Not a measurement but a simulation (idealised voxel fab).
The document below concerns the process module designated voxel wiring stack.
The cross-section shown here is cut; it is 155 nm wide and divided into square cells measuring 5 nm on a side.
A cross-section in this document is a grid of square cells, and it is written down as bands, the top band listed before the ones below it; a band is made up of one or more rows of cells.
The entry gives the band's vertical extent as a top height and a bottom height in nm, then its horizontal make-up as materials from left to right, each with a width in nm. "blank" stands for empty space; a single material marked "all across" fills the band edge to edge.
Height datum 0, below which the as-received substrate wafer is one material. Lowest band open at the bottom, running downward: "0 and below".
Think of "30->40" as a width that walks from the first number to the second as you go down the band, top row to bottom row, taking equal-sized steps from row to row.
Take "left unchanged" at face value: in the step it is given for, the cross-section changed in none of its cells.
The entry "Enclosed internal cavities" lists the empty spaces that cover at least 8 cells and have no open path to the top. Each is written as width x height at distance, where the distance is measured from the left edge and all three values are in nm.
Formally, on a step line, whatever follows the settings is a remark that the simulator itself makes on the step.
overlay nm: step with mask; distance mask lay right of planned place; negative value = left of planned place.

Process steps foreseen in the plan:
| 1 | RECEIVE, material Si |
| 2 | CONFORMAL_DEP, material SiO2, thk nm 10 |
| 3 | DIRECTIONAL_DEP, material TiN, thk nm 5 |
| 4 | DIRECTIONAL_DEP, material Ru, thk nm 25 |
| 5 | DIRECTIONAL_DEP, material aC, thk nm 15 |
| 6 | PATTERN, tone cover, mask id METAL_1, material resist, width nm 20, pitch nm 50, thk nm 35, overlay nm 0 |
| 7 | DIRECTIONAL_ETCH, etch materials aC, depth nm 15 |
| 8 | STRIP, etch materials resist |
| 9 | DIRECTIONAL_ETCH, etch materials Ru, depth nm 25 |
| 10 | DIRECTIONAL_ETCH, etch materials TiN, depth nm 5 |
| 11 | STRIP, etch materials aC |
| 12 | CONFORMAL_DEP, material SiCN, thk nm 5 |
| 13 | FILL_DEP, material SiO2, thk nm 10 |
| 14 | CMP, height nm 40 |
| 15 | CONFORMAL_DEP, material SiCN, thk nm 5 |
| 16 | DIRECTIONAL_DEP, material SiO2, thk nm 30 |
| 17 | MASKED_ETCH, tone open, mask id METAL_2, width nm 20, pitch nm 50, etch materials SiO2, depth nm 20, overlay nm 0 |
| 18 | PATTERN, tone open, mask id METAL_2_HOLES, material resist, width nm 15, pitch nm 100, thk nm 20, overlay nm 0 |
| 19 | DIRECTIONAL_ETCH, etch materials SiO2, depth nm 10 |
| 20 | DIRECTIONAL_ETCH, etch materials SiCN, depth nm 5 |
| 21 | STRIP, etch materials resist |
| 22 | CONFORMAL_DEP, material TiN, thk nm 5 |
| 23 | FILL_DEP, material Cu, thk nm 10 |
| 24 | CMP, height nm 75 |
| 25 | CONFORMAL_DEP, material SiCN, thk nm 5 |
Where the wafers of this document differ is in the overlay nm of step 18; they start out the same, and the plan states the value that applied to the first wafer.

The first of several wafers as received, shown in cross-section; this is its state after step 1:
> 0 and below  Si all across
> Enclosed internal cavities: none

Wafer rows, end of module: cells per material gained (+) or lost (-) since receipt; closed voids last:
overlay nm 0, +24 Cu, +60 Ru, +105 SiCN, +253 SiO2, +54 TiN, Enclosed internal cavities: none
overlay nm 5, +24 Cu, +60 Ru, +105 SiCN, +253 SiO2, +54 TiN, Enclosed internal cavities: none
overlay nm 10, +20 Cu, +60 Ru, +107 SiCN, +253 SiO2, +56 TiN, Enclosed internal cavities: none
